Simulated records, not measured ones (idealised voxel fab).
Title: Process Module voxel released beams
Pictured: cross-section cut, 275 nm wide, on a grid of 5 nm square cells.
Cross-section, as written here: a square-cell grid given band by band from the top down, where a band holds one or more rows of cells.
It is stipulated that each band's entry specify, in nanometres, the height of the top of the band and then that of its bottom, followed by the materials of the band in left-to-right sequence, each together with its width in nanometres. A single material marked by the word "all across" is understood to fill the band from edge to edge; the word "blank" is understood to denote empty space.
Basically, 0 is our baseline, since under it the wafer straight out of the box is all one material. The bottom band has no lower end and keeps on going down, so it looks like "top 0, no bottom".
So if you see something like "30 to 40" for the width, read it as the top row of the band sitting at the first number and the bottom row at the second, with every row in between moving by the same amount as the last.
"identical to before" means the step left every cell of the cross-section as it was.
Any empty space of 8 cells or more lacking an open way to the top shows up in "Fully closed voids" as width x height at distance, distance from the left edge, in nm.
What comes after the settings on a step's line is commentary from the simulator itself on that step.
A step line may carry the setting "overlay nm", which, for steps involving a mask, states the distance by which the mask lay to the right of its intended position; negative values denote displacement to the left.
The steps planned for the process are as follows
step 1: RECEIVE,material Si
step 2: CONFORMAL_DEP,material Al2O3,thk nm 5
step 3: DIRECTIONAL_DEP,material SiO2,thk nm 10
step 4: DIRECTIONAL_DEP,material aC,thk nm 15
step 5: PATTERN,tone open,mask id ANCHOR,material resist,width nm 45,thk nm 35,overlay nm 0
step 6: DIRECTIONAL_ETCH,etch materials aC,depth nm 15
step 7: STRIP,etch materials resist
step 8: DIRECTIONAL_ETCH,etch materials SiO2,depth nm 10
step 9: STRIP,etch materials aC
step 10: CONFORMAL_DEP,material polySi,thk nm 15
step 11: PATTERN,tone cover,mask id BEAM,material resist,width nm 95,thk nm 20,overlay nm 0
step 12: DIRECTIONAL_ETCH,etch materials polySi,depth nm 15
step 13: STRIP,etch materials resist
step 14: STRIP,etch materials SiO2
The first of the two wafers, which ran as planned
Cross-section: wafer on arrival = after step 1
- top 0, no bottom = Si all across
- Fully closed voids: none
Take a look at the wafer's cross-section after step 2
- top 5, bottom 0 = Al2O3 all across
- At heights below 0, the structure remains unaltered.
Take a look at the wafer's cross-section after step 3
- top 15, bottom 5 = SiO2 all across
- At heights below 5, the structure remains unaltered.
Take a look at the wafer's cross-section after step 4
- top 30, bottom 15 = aC all across
- At heights below 15, the structure remains unaltered.
Take a look at the wafer's cross-section after step 5
- top 65, bottom 30 = 90 resist; 45 blank; 140 resist
- At heights below 30, the structure remains unaltered.
Take a look at the wafer's cross-section after step 6
- top 50, bottom 30 = 90 resist; 45 blank; 140 resist
- top 30, bottom 15 = 90 aC; 45 blank; 140 aC
- At heights below 15, the structure remains unaltered.
Take a look at the wafer's cross-section after step 7
- top 30, bottom 15 = 90 aC; 45 blank; 140 aC
- At heights below 15, the structure remains unaltered.
Take a look at the wafer's cross-section after step 8
- top 30, bottom 15 = 90 aC; 45 blank; 140 aC
- top 15, bottom 5 = 90 SiO2; 45 blank; 140 SiO2
- At heights below 5, the structure remains unaltered.
Take a look at the wafer's cross-section after step 9
- top 15, bottom 5 = 90 SiO2; 45 blank; 140 SiO2
- At heights below 5, the structure remains unaltered.
Take a look at the wafer's cross-section after step 10
- top 30, bottom 20 = 105 polySi; 15 blank; 155 polySi
- top 20, bottom 15 = polySi all across
- top 15, bottom 5 = 90 SiO2; 45 polySi; 140 SiO2
- At heights below 5, the structure remains unaltered.
Take a look at the wafer's cross-section after step 11
- top 50, bottom 30 = 85 blank; 95 resist; 95 blank
- top 30, bottom 20 = 105 polySi; 15 resist; 155 polySi
- At heights below 20, the structure remains unaltered.
Take a look at the wafer's cross-section after step 12
- top 50, bottom 30 = 85 blank; 95 resist; 95 blank
- top 30, bottom 20 = 85 blank; 20 polySi; 15 resist; 60 polySi; 95 blank
- top 20, bottom 15 = 85 blank; 95 polySi; 95 blank
- At heights below 15, the structure remains unaltered.
Take a look at the wafer's cross-section after step 13
- top 30, bottom 20 = 85 blank; 20 polySi; 15 blank; 60 polySi; 95 blank
- At heights below 20, the structure remains unaltered.
Take a look at the wafer's cross-section after step 14
- top 30, bottom 20 = 85 blank; 20 polySi; 15 blank; 60 polySi; 95 blank
- top 20, bottom 15 = 85 blank; 95 polySi; 95 blank
- top 15, bottom 5 = 90 blank; 45 polySi; 140 blank
- At heights below 5, the structure remains unaltered.
The remaining wafer, second of the two, started like the first and was run to the same plan, except that one mistake was made along the way; the two coincide through step 1, inclusive
Cross-sectional view of the second wafer at the intended end time of process step 2
- top 5, bottom 0 = polySi all across
- At heights below 0, the structure remains unaltered.
Cross-sectional view of the second wafer at the intended end time of process step 3
- top 15, bottom 5 = SiO2 all across
- At heights below 5, the structure remains unaltered.
Cross-sectional view of the second wafer at the intended end time of process step 4
- top 30, bottom 15 = aC all across
- At heights below 15, the structure remains unaltered.
Cross-sectional view of the second wafer at the intended end time of process step 5
- top 65, bottom 30 = 90 resist; 45 blank; 140 resist
- At heights below 30, the structure remains unaltered.
Cross-sectional view of the second wafer at the intended end time of process step 6
- top 50, bottom 30 = 90 resist; 45 blank; 140 resist
- top 30, bottom 15 = 90 aC; 45 blank; 140 aC
- At heights below 15, the structure remains unaltered.
Cross-sectional view of the second wafer at the intended end time of process step 7
- top 30, bottom 15 = 90 aC; 45 blank; 140 aC
- At heights below 15, the structure remains unaltered.
Cross-sectional view of the second wafer at the intended end time of process step 8
- top 30, bottom 15 = 90 aC; 45 blank; 140 aC
- top 15, bottom 5 = 90 SiO2; 45 blank; 140 SiO2
- At heights below 5, the structure remains unaltered.
Cross-sectional view of the second wafer at the intended end time of process step 9
- top 15, bottom 5 = 90 SiO2; 45 blank; 140 SiO2
- At heights below 5, the structure remains unaltered.
Cross-sectional view of the second wafer at the intended end time of process step 10
- top 30, bottom 20 = 105 polySi; 15 blank; 155 polySi
- top 20, bottom 15 = polySi all across
- top 15, bottom 5 = 90 SiO2; 45 polySi; 140 SiO2
- At heights below 5, the structure remains unaltered.
Cross-sectional view of the second wafer at the intended end time of process step 11
- top 50, bottom 30 = 85 blank; 95 resist; 95 blank
- top 30, bottom 20 = 105 polySi; 15 resist; 155 polySi
- At heights below 20, the structure remains unaltered.
Cross-sectional view of the second wafer at the intended end time of process step 12
- top 50, bottom 30 = 85 blank; 95 resist; 95 blank
- top 30, bottom 20 = 85 blank; 20 polySi; 15 resist; 60 polySi; 95 blank
- top 20, bottom 15 = 85 blank; 95 polySi; 95 blank
- At heights below 15, the structure remains unaltered.
Cross-sectional view of the second wafer at the intended end time of process step 13
- top 30, bottom 20 = 85 blank; 20 polySi; 15 blank; 60 polySi; 95 blank
- At heights below 20, the structure remains unaltered.
Cross-sectional view of the second wafer at the intended end time of process step 14
- top 30, bottom 20 = 85 blank; 20 polySi; 15 blank; 60 polySi; 95 blank
- top 20, bottom 15 = 85 blank; 95 polySi; 95 blank
- top 15, bottom 5 = 90 blank; 45 polySi; 140 blank
- At heights below 5, the structure remains unaltered.
Deviation from plan: off-plan run, step 2, actual operation and settings CONFORMAL_DEP,material polySi,thk nm 5
Looking at both finished wafers in cells, the second ends up ahead of or behind the first on some materials: -55 Al2O3 | +55 polySi
